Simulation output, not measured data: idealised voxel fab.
process module | voxel wiring stack
cross-section cut | 225 nm wide | cells 5 nm
A cross-section is a grid of square cells, given in bands from the top down. A band is one or more rows of cells.
Each band's line starts with the height of the band's top and of its bottom, in nm. Then come its materials from left to right, each with its width in nm. One material with "throughout" fills the band from edge to edge. "air" is empty space.
Height 0 is the level under which the wafer as received is all one material. The lowest band goes on downwards, as in "0 down".
A width such as "30 to 40" changes by the same amount from each row of cells to the next, from the band's top row to its bottom row.
"no change" after a step means that no cell of the cross-section changed.
closed voids: empty space of 8 cells or more with no open way to the top, each as width x height at its distance from the left edge, in nm
after a step's settings: what the simulator itself notes on the step
overlay nm, on a step with a mask: how far to the right of its planned place the mask lay; to the left if negative
plan
1 op RECEIVE | material Si
2 op CONFORMAL_DEP | material SiO2 | thk nm 10
3 op CONFORMAL_DEP | material SiN | thk nm 5
4 op DIRECTIONAL_DEP | material SiO2 | thk nm 20
5 op DIRECTIONAL_DEP | material aC | thk nm 10
6 op PATTERN | tone open | mask id METAL_1 | material resist | width nm 30 | pitch nm 55 | thk nm 25 | overlay nm 0
7 op DIRECTIONAL_ETCH | etch materials aC | depth nm 10
8 op STRIP | etch materials resist
9 op DIRECTIONAL_ETCH | etch materials SiO2 | depth nm 20
10 op DIRECTIONAL_ETCH | etch materials SiN | depth nm 5
11 op STRIP | etch materials aC
12 op CONFORMAL_DEP | material TiN | thk nm 5
13 op FILL_DEP | material Cu | thk nm 5
14 op CMP | height nm 35
15 op CONFORMAL_DEP | material SiCN | thk nm 5
16 op DIRECTIONAL_DEP | material lowk | thk nm 10
17 op DIRECTIONAL_DEP | material aC | thk nm 10
18 op PATTERN | tone open | mask id PLUG_1 | material resist | width nm 15 | thk nm 30 | overlay nm 0
19 op DIRECTIONAL_ETCH | etch materials aC | depth nm 10
20 op STRIP | etch materials resist
21 op DIRECTIONAL_ETCH | etch materials lowk | depth nm 10
22 op DIRECTIONAL_ETCH | etch materials SiCN | depth nm 5
23 op STRIP | etch materials aC
24 op EPI | material Ru | thk nm 10
25 op EPI | material Ru | thk nm 5
26 op CONFORMAL_DEP | material SiN | thk nm 5
27 op DIRECTIONAL_DEP | material lowk | thk nm 15
28 op DIRECTIONAL_DEP | material aC | thk nm 15
29 op PATTERN | tone open | mask id METAL_2 | material resist | width nm 30 | pitch nm 55 | thk nm 30 | overlay nm 0
30 op DIRECTIONAL_ETCH | etch materials aC | depth nm 15
31 op STRIP | etch materials resist
32 op DIRECTIONAL_ETCH | etch materials lowk | depth nm 15
33 op DIRECTIONAL_ETCH | etch materials SiN | depth nm 5
34 op STRIP | etch materials aC
35 op CONFORMAL_DEP | material TiN | thk nm 5
36 op FILL_DEP | material Ru | thk nm 10
37 op CMP | height nm 70
38 op CONFORMAL_DEP | material SiCN | thk nm 5
39 op DIRECTIONAL_DEP | material SiO2 | thk nm 30
40 op PATTERN | tone open | mask id METAL_3_HOLES | material resist | width nm 15 | thk nm 20 | overlay nm 0
41 op DIRECTIONAL_ETCH | etch materials SiO2 | depth nm 30
42 op STRIP | etch materials resist
43 op MASKED_ETCH | tone open | mask id METAL_3 | width nm 30 | pitch nm 55 | etch materials SiO2 | depth nm 15 | overlay nm 0
44 op MASKED_ETCH | tone open | mask id METAL_3 | width nm 30 | pitch nm 55 | etch materials SiCN | depth nm 5 | overlay nm 0
45 op CONFORMAL_DEP | material TiN | thk nm 5
46 op FILL_DEP | material Ru | thk nm 10
47 op CMP | height nm 105
48 op CONFORMAL_DEP | material SiCN | thk nm 5
varied across the wafers: width nm of step 40. The plan shows the first wafer's value. All wafers start alike
first wafer as received, after step 1
  0 down: Si throughout
  closed voids: none
each wafer at the end: cells of each material gained (+) or lost (-) since it was received, then its closed voids
width nm 15 | +32 Cu | +53 Ru | +129 SiCN | +66 SiN | +447 SiO2 | +80 TiN | +183 lowk | closed voids: none
width nm 20 | +32 Cu | +57 Ru | +128 SiCN | +66 SiN | +444 SiO2 | +80 TiN | +183 lowk | closed voids: none
width nm 25 | +32 Cu | +62 Ru | +128 SiCN | +66 SiN | +438 SiO2 | +81 TiN | +183 lowk | closed voids: none
width nm 30 | +32 Cu | +66 Ru | +127 SiCN | +66 SiN | +435 SiO2 | +81 TiN | +183 lowk | closed voids: none
